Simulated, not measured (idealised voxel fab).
Herein follows the process module entitled voxel ribs on slabs.
Cross-section cut: width 175 nm, square cells of 5 nm.
Format of a cross-section: grid, square cells. Given as bands. Order: top down. Band: one or more rows of cells. Each band's line starts with the height of the band's top and of its bottom, in nm. Then come its materials from left to right, each with its width in nm. One material with "all across" fills the band from edge to edge. "empty" is empty space. Height is counted from the level 0, under which the received wafer is composed throughout of one material. The lowest of the bands is not closed at the bottom but continues downward, in the notation "0 down". Graded width ("30..40"): value in top row of band = first number; value in bottom row = second number; row-to-row change constant. Basically "stayed the same" means that step didn't change any cell in the cross-section. "Enclosed void listing" lists enclosed empty spaces (at least 8 cells, no open path upward to the top), each as width x height at distance from the left edge, in nm. That trailing text on a step's line, after the settings, is the simulator's own remark on the step. "overlay nm" answers the question of how far to the right of plan the mask lay on a step that has a mask, and when it is negative the answer is to the left.
Process steps foreseen in the plan
step 1: RECEIVE | material Si
step 2: DIRECTIONAL_DEP | material SiO2 | thk nm 25
step 3: DIRECTIONAL_DEP | material polySi | thk nm 15
step 4: DIRECTIONAL_DEP | material aC | thk nm 10
step 5: PATTERN | tone cover | mask id RIB | material resist | width nm 20 | thk nm 25 | overlay nm 0
step 6: DIRECTIONAL_ETCH | etch materials aC | depth nm 10
step 7: STRIP | etch materials resist
step 8: DIRECTIONAL_ETCH | etch materials polySi | depth nm 10
step 9: STRIP | etch materials aC
step 10: PATTERN | tone cover | mask id SLAB | material resist | width nm 70 | thk nm 15 | overlay nm 0
step 11: DIRECTIONAL_ETCH | etch materials polySi | depth nm 5
step 12: STRIP | etch materials resist
step 13: FILL_DEP | material SiO2 | thk nm 25
step 14: CMP | height nm 60
step 15: DIRECTIONAL_DEP | material TiN | thk nm 10
step 16: DIRECTIONAL_DEP | material aC | thk nm 15
step 17: PATTERN | tone cover | mask id HEATER | material resist | width nm 30 | thk nm 35 | overlay nm 0
step 18: DIRECTIONAL_ETCH | etch materials aC | depth nm 15
step 19: STRIP | etch materials resist
step 20: DIRECTIONAL_ETCH | etch materials TiN | depth nm 10
step 21: STRIP | etch materials aC
step 22: CONFORMAL_DEP | material SiO2 | thk nm 5
Shown in cross-section is the wafer as received, that is, as it stands after step 1
- 0 down = Si all across
- Enclosed void listing: none
Run as planned - first of the two wafers cross-sectioned at the end of the module
- 75 to 70 = empty 65 nm, SiO2 40 nm, empty 70 nm
- 70 to 65 = empty 65 nm, SiO2 5 nm, TiN 30 nm, SiO2 5 nm, empty 70 nm
- 65 to 60 = SiO2 70 nm, TiN 30 nm, SiO2 75 nm
- 60 to 40 = SiO2 all across
- 40 to 30 = SiO2 75 nm, polySi 20 nm, SiO2 80 nm
- 30 to 25 = SiO2 50 nm, polySi 70 nm, SiO2 55 nm
- 25 to 0 = SiO2 all across
- 0 down = Si all across
- Enclosed void listing: none
The second wafer, shown in cross-section after the module: started the same way as the first and given the same plan, yet one mistake crept into how it was run
- 75 to 70 = empty 65 nm, SiO2 40 nm, empty 70 nm
- 70 to 65 = empty 65 nm, SiO2 5 nm, TiN 30 nm, SiO2 5 nm, empty 70 nm
- 65 to 60 = SiO2 70 nm, TiN 30 nm, SiO2 75 nm
- 60 to 40 = SiO2 all across
- 40 to 25 = polySi all across
- 25 to 0 = SiO2 all across
- 0 down = Si all across
- Enclosed void listing: none
Deviation from plan: for step 4, the planned setting was not used; the step was instead run as DIRECTIONAL_DEP | material SiO2 | thk nm 10
Counted in cells at the end, the second wafer holds more or fewer of these materials than the first: SiO2: 83 fewer, polySi: 83 more
